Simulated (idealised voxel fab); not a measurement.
process module | voxel capacitor over wiring
cross-section cut | 280 nm wide | cells 5 nm
A cross-section is a grid of square cells, given in bands from the top down. A band is one or more rows of cells.
Each band's line starts with the height of the band's top and of its bottom, in nm. Then come its materials from left to right, each with its width in nm. One material with "throughout" fills the band from edge to edge. "air" is empty space.
Height 0 is the level under which the wafer as received is all one material. The lowest band goes on downwards, as in "0 down".
A width such as "30 to 40" changes by the same amount from each row of cells to the next, from the band's top row to its bottom row.
"no change" after a step means that no cell of the cross-section changed.
closed voids: empty space of 8 cells or more with no open way to the top, each as width x height at its distance from the left edge, in nm
after a step's settings: what the simulator itself notes on the step
overlay nm, on a step with a mask: how far to the right of its planned place the mask lay; to the left if negative
plan
1 op RECEIVE | material Si
2 op CONFORMAL_DEP | material SiO2 | thk nm 15
3 op DIRECTIONAL_DEP | material TiN | thk nm 5
4 op DIRECTIONAL_DEP | material W | thk nm 15
5 op DIRECTIONAL_DEP | material aC | thk nm 10
6 op PATTERN | tone cover | mask id METAL_1 | material resist | width nm 15 | pitch nm 70 | thk nm 30 | overlay nm 0
7 op DIRECTIONAL_ETCH | etch materials aC | depth nm 10
8 op STRIP | etch materials resist
9 op DIRECTIONAL_ETCH | etch materials W | depth nm 15
10 op DIRECTIONAL_ETCH | etch materials TiN | depth nm 5
11 op STRIP | etch materials aC
12 op FILL_DEP | material SiO2 | thk nm 5
13 op CMP | height nm 35
14 op CONFORMAL_DEP | material SiCN | thk nm 5
15 op DIRECTIONAL_DEP | material SiO2 | thk nm 15
16 op MASKED_ETCH | tone open | mask id PLUG_1 | width nm 15 | etch materials SiO2 | depth nm 15 | overlay nm 0
17 op MASKED_ETCH | tone open | mask id PLUG_1 | width nm 15 | etch materials SiCN | depth nm 5 | overlay nm 0
18 op EPI | material Ru | thk nm 10
19 op EPI | material Ru | thk nm 10
20 op DIRECTIONAL_DEP | material TiN | thk nm 10
21 op DIRECTIONAL_DEP | material SiN | thk nm 5
22 op DIRECTIONAL_DEP | material TiN | thk nm 5
23 op PATTERN | tone cover | mask id UPPER_PLATE | material resist | width nm 55 | thk nm 20 | overlay nm 0
24 op DIRECTIONAL_ETCH | etch materials TiN | depth nm 5
25 op DIRECTIONAL_ETCH | etch materials SiN | depth nm 5
26 op STRIP | etch materials resist
27 op DIRECTIONAL_DEP | material aC | thk nm 10
28 op PATTERN | tone cover | mask id LOWER_PLATE | material resist | width nm 65 | thk nm 25 | overlay nm 0
29 op DIRECTIONAL_ETCH | etch materials aC | depth nm 10
30 op STRIP | etch materials resist
31 op DIRECTIONAL_ETCH | etch materials TiN | depth nm 10
32 op STRIP | etch materials aC
33 op FILL_DEP | material SiO2 | thk nm 20
34 op CMP | height nm 90
35 op PATTERN | tone open | mask id PLUG_2 | material resist | width nm 15 | thk nm 15 | overlay nm 0
36 op DIRECTIONAL_ETCH | etch materials SiO2 | depth nm 15
37 op STRIP | etch materials resist
38 op CONFORMAL_DEP | material TiN | thk nm 5
39 op FILL_DEP | material W | thk nm 10
40 op CMP | height nm 90
41 op CONFORMAL_DEP | material SiN | thk nm 5
varied across the wafers: width nm of step 6. The plan shows the first wafer's value. All wafers start alike
first wafer as received, after step 1
  0 down: Si throughout
  closed voids: none
first wafer at the end, after step 41
  95 to 90: SiN throughout
  90 to 80: SiO2 110 | TiN 5 | W 5 | TiN 5 | SiO2 155
  80 to 70: SiO2 110 to 100 | TiN 15 to 55 | SiO2 155 to 125
  70 to 65: SiO2 100 | SiN 55 | SiO2 125
  65 to 55: SiO2 95 | TiN 65 | SiO2 120
  55 to 40: SiO2 100 | Ru 15 | SiO2 165
  40 to 35: SiCN 100 | Ru 15 | SiCN 165
  35 to 20: SiO2 100 | W 15 | SiO2 55 | W 15 | SiO2 95
  20 to 15: SiO2 100 | TiN 15 | SiO2 55 | TiN 15 | SiO2 95
  15 to 0: SiO2 throughout
  0 down: Si throughout
  closed voids: none
last wafer at the end
  95 to 90: SiN throughout
  90 to 80: SiO2 110 | TiN 5 | W 5 | TiN 5 | SiO2 155
  80 to 70: SiO2 110 to 100 | TiN 15 to 55 | SiO2 155 to 125
  70 to 65: SiO2 100 | SiN 55 | SiO2 125
  65 to 55: SiO2 95 | TiN 65 | SiO2 120
  55 to 40: SiO2 100 | Ru 15 | SiO2 165
  40 to 35: SiCN 100 | Ru 15 | SiCN 165
  35 to 20: SiO2 90 | W 35 | SiO2 35 | W 35 | SiO2 85
  20 to 15: SiO2 90 | TiN 35 | SiO2 35 | TiN 35 | SiO2 85
  15 to 0: SiO2 throughout
  0 down: Si throughout
  closed voids: none
each wafer at the end: cells of each material gained (+) or lost (-) since it was received, then its closed voids
width nm 15 | +12 Ru | +53 SiCN | +67 SiN | +862 SiO2 | +50 TiN | +20 W | closed voids: none
width nm 20 | +12 Ru | +53 SiCN | +67 SiN | +854 SiO2 | +52 TiN | +26 W | closed voids: none
width nm 25 | +12 Ru | +53 SiCN | +67 SiN | +846 SiO2 | +54 TiN | +32 W | closed voids: none
width nm 30 | +12 Ru | +53 SiCN | +67 SiN | +838 SiO2 | +56 TiN | +38 W | closed voids: none
width nm 35 | +12 Ru | +53 SiCN | +67 SiN | +830 SiO2 | +58 TiN | +44 W | closed voids: none
